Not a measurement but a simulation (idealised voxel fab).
process module | voxel self aligned vias
cross-section cut | 285 nm wide | cells 5 nm
A cross-section is a grid of square cells, given in bands from the top down. A band is one or more rows of cells.
Each band's line starts with the height of the band's top and of its bottom, in nm. Then come its materials from left to right, each with its width in nm. One material with "throughout" fills the band from edge to edge. "air" is empty space.
Height 0 is the level under which the wafer as received is all one material. The lowest band goes on downwards, as in "0 down".
A width such as "30 to 40" changes by the same amount from each row of cells to the next, from the band's top row to its bottom row.
"no change" after a step means that no cell of the cross-section changed.
closed voids: empty space of 8 cells or more with no open way to the top, each as width x height at its distance from the left edge, in nm
after a step's settings: what the simulator itself notes on the step
overlay nm, on a step with a mask: how far to the right of its planned place the mask lay; to the left if negative
plan
1 op RECEIVE | material Si
2 op CONFORMAL_DEP | material SiO2 | thk nm 10
3 op CONFORMAL_DEP | material SiCN | thk nm 5
4 op DIRECTIONAL_DEP | material SiO2 | thk nm 25
5 op DIRECTIONAL_DEP | material aC | thk nm 10
6 op PATTERN | tone open | mask id LINES | material resist | width nm 30 | pitch nm 75 | thk nm 30 | overlay nm 0
7 op DIRECTIONAL_ETCH | etch materials aC | depth nm 10
8 op STRIP | etch materials resist
9 op DIRECTIONAL_ETCH | etch materials SiO2 | depth nm 25
10 op STRIP | etch materials aC
11 op CONFORMAL_DEP | material TiN | thk nm 5
12 op FILL_DEP | material Ru | thk nm 10
13 op CMP | height nm 40
14 op SELECTIVE_ETCH | etch materials W Ru TiN | depth nm 10
15 op FILL_DEP | material SiN | thk nm 10
16 op CMP | height nm 40
17 op DIRECTIONAL_DEP | material SiO2 | thk nm 15
18 op PATTERN | tone open | mask id VIAS | material resist | width nm 50 | thk nm 15 | overlay nm 0
19 op DIRECTIONAL_ETCH | etch materials SiO2 | depth nm 15
20 op DIRECTIONAL_ETCH | etch materials SiN | depth nm 10
21 op STRIP | etch materials resist
22 op CONFORMAL_DEP | material TiN | thk nm 5
23 op FILL_DEP | material Ru | thk nm 10
24 op CMP | height nm 55
25 op CONFORMAL_DEP | material SiCN | thk nm 5
as received, after step 1
  0 down: Si throughout
  closed voids: none
first wafer at the end, as planned
  60 to 55: SiCN throughout
  55 to 45: SiO2 80 | TiN 5 | Ru 40 | TiN 5 | SiO2 155
  45 to 40: SiO2 80 | TiN 15 | Ru 20 | TiN 15 | SiO2 155
  40 to 35: SiO2 90 | TiN 5 | Ru 20 | TiN 5 | SiO2 45 | SiN 30 | SiO2 90
  35 to 30: SiO2 90 | TiN 30 | SiO2 45 | SiN 30 | SiO2 90
  30 to 20: SiO2 90 | TiN 5 | Ru 20 | TiN 5 | SiO2 45 | TiN 5 | Ru 20 | TiN 5 | SiO2 90
  20 to 15: SiO2 90 | TiN 30 | SiO2 45 | TiN 30 | SiO2 90
  15 to 10: SiCN throughout
  10 to 0: SiO2 throughout
  0 down: Si throughout
  closed voids: none
second wafer at the end: like start, like plan, one mistake
  60 to 55: SiCN throughout
  55 to 45: SiO2 70 | TiN 5 | Ru 40 | TiN 5 | SiO2 165
  45 to 40: SiO2 70 | TiN 25 | Ru 20 | TiN 5 | SiO2 165
  40 to 35: SiO2 90 | TiN 5 | Ru 20 | TiN 5 | SiO2 45 | SiN 30 | SiO2 90
  35 to 30: SiO2 90 | TiN 30 | SiO2 45 | SiN 30 | SiO2 90
  30 to 20: SiO2 90 | TiN 5 | Ru 20 | TiN 5 | SiO2 45 | TiN 5 | Ru 20 | TiN 5 | SiO2 90
  20 to 15: SiO2 90 | TiN 30 | SiO2 45 | TiN 30 | SiO2 90
  15 to 10: SiCN throughout
  10 to 0: SiO2 throughout
  0 down: Si throughout
  closed voids: none
what went wrong: step 18 ran as: op PATTERN | tone open | mask id VIAS | material resist | width nm 50 | thk nm 15 | overlay nm -10
at the end the second wafer has, in cells: as many of each material as the first, in other places
